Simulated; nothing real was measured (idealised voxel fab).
You're looking at the process module voxel trench capacitor.
Cross-section cut: width 225 nm, square cells of 5 nm.
Throughout this document, each cross-section is represented as a grid of square cells and is presented as a sequence of bands enumerated from the top downward, where a band comprises one or more rows of cells. Within each band entry, the heights of the top and of the bottom of the band appear first, in that order and in nm; the materials of the band then follow from left to right, each with its corresponding width in nm. The designation "edge to edge" on a single material indicates that it fills the band from edge to edge; the designation "empty" indicates empty space. Note: height 0 marks the level under which the wafer is uniformly one material as received. Lowest band unbounded below, written "0 down". Think of "30->40" as a width that walks from the first number to the second as you go down the band, top row to bottom row, taking equal-sized steps from row to row. A step reported as "nothing altered" is a step in which no cell of the cross-section changed. "Enclosed empty spaces" lists enclosed empty spaces (at least 8 cells, no open path upward to the top), each as width x height at distance from the left edge, in nm. Post-settings text on a step line: simulator's own remark regarding the step. The setting "overlay nm" may be written on the line of a step. When the step uses a mask, the value reports how far to the right of the planned place the mask lay, and a negative value reports that it lay to the left.

[List of planned process steps]
1. op RECEIVE | material Si
2. op CONFORMAL_DEP | material SiN | thk nm 10
3. op DIRECTIONAL_DEP | material aC | thk nm 15
4. op PATTERN | tone open | mask id TRENCH | material resist | width nm 25 | pitch nm 50 | thk nm 30 | overlay nm 0
5. op DIRECTIONAL_ETCH | etch materials aC | depth nm 15
6. op STRIP | etch materials resist
7. op DIRECTIONAL_ETCH | etch materials SiN | depth nm 10
8. op DIRECTIONAL_ETCH | etch materials Si | depth nm 25
9. op STRIP | etch materials aC
10. op CONFORMAL_DEP | material HfO2 | thk nm 5
11. op CONFORMAL_DEP | material TiN | thk nm 5
12. op FILL_DEP | material W | thk nm 5
13. op CMP | height nm 10

[Cross-section of the wafer at receipt, which is the condition after step 1]
> 0 down | Si edge to edge
> Enclosed empty spaces: none

[The first of two wafers, cross-sectioned at the end of the module, with the run proceeding as planned]
> 10 to 0 | SiN 25 | HfO2 5 | TiN 5 | W 5 | TiN 5 | HfO2 5 | SiN 25 | HfO2 5 | TiN 5 | W 5 | TiN 5 | HfO2 5 | SiN 25 | HfO2 5 | TiN 5 | W 5 | TiN 5 | HfO2 5 | SiN 25 | HfO2 5 | TiN 5 | W 5 | TiN 5 | HfO2 5 | SiN 25
> 0 to -15 | Si 25 | HfO2 5 | TiN 5 | W 5 | TiN 5 | HfO2 5 | Si 25 | HfO2 5 | TiN 5 | W 5 | TiN 5 | HfO2 5 | Si 25 | HfO2 5 | TiN 5 | W 5 | TiN 5 | HfO2 5 | Si 25 | HfO2 5 | TiN 5 | W 5 | TiN 5 | HfO2 5 | Si 25
> -15 to -20 | Si 25 | HfO2 5 | TiN 15 | HfO2 5 | Si 25 | HfO2 5 | TiN 15 | HfO2 5 | Si 25 | HfO2 5 | TiN 15 | HfO2 5 | Si 25 | HfO2 5 | TiN 15 | HfO2 5 | Si 25
> -20 to -25 | Si 25 | HfO2 25 | Si 25 | HfO2 25 | Si 25 | HfO2 25 | Si 25 | HfO2 25 | Si 25
> -25 down | Si edge to edge
> Enclosed empty spaces: none

[Cross-sectional image of the second wafer of the two following completion of the module. Starting state and process plan were the same as for the first wafer; one execution error occurred]
> 25 to 20 | W edge to edge
> 20 to 15 | TiN 35 | W 5 | TiN 45 | W 5 | TiN 45 | W 5 | TiN 45 | W 5 | TiN 35
> 15 to 10 | HfO2 30 | TiN 5 | W 5 | TiN 5 | HfO2 35 | TiN 5 | W 5 | TiN 5 | HfO2 35 | TiN 5 | W 5 | TiN 5 | HfO2 35 | TiN 5 | W 5 | TiN 5 | HfO2 30
> 10 to 0 | SiN 25 | HfO2 5 | TiN 5 | W 5 | TiN 5 | HfO2 5 | SiN 25 | HfO2 5 | TiN 5 | W 5 | TiN 5 | HfO2 5 | SiN 25 | HfO2 5 | TiN 5 | W 5 | TiN 5 | HfO2 5 | SiN 25 | HfO2 5 | TiN 5 | W 5 | TiN 5 | HfO2 5 | SiN 25
> 0 to -15 | Si 25 | HfO2 5 | TiN 5 | W 5 | TiN 5 | HfO2 5 | Si 25 | HfO2 5 | TiN 5 | W 5 | TiN 5 | HfO2 5 | Si 25 | HfO2 5 | TiN 5 | W 5 | TiN 5 | HfO2 5 | Si 25 | HfO2 5 | TiN 5 | W 5 | TiN 5 | HfO2 5 | Si 25
> -15 to -20 | Si 25 | HfO2 5 | TiN 15 | HfO2 5 | Si 25 | HfO2 5 | TiN 15 | HfO2 5 | Si 25 | HfO2 5 | TiN 15 | HfO2 5 | Si 25 | HfO2 5 | TiN 15 | HfO2 5 | Si 25
> -20 to -25 | Si 25 | HfO2 25 | Si 25 | HfO2 25 | Si 25 | HfO2 25 | Si 25 | HfO2 25 | Si 25
> -25 down | Si edge to edge
> Enclosed empty spaces: none
In executing the process, a mistake was made relative to the plan: execution of step 13 of the plan did not take place, the step having been omitted
at the end the second wafer has, in cells: +33 HfO2, +49 TiN, +53 W
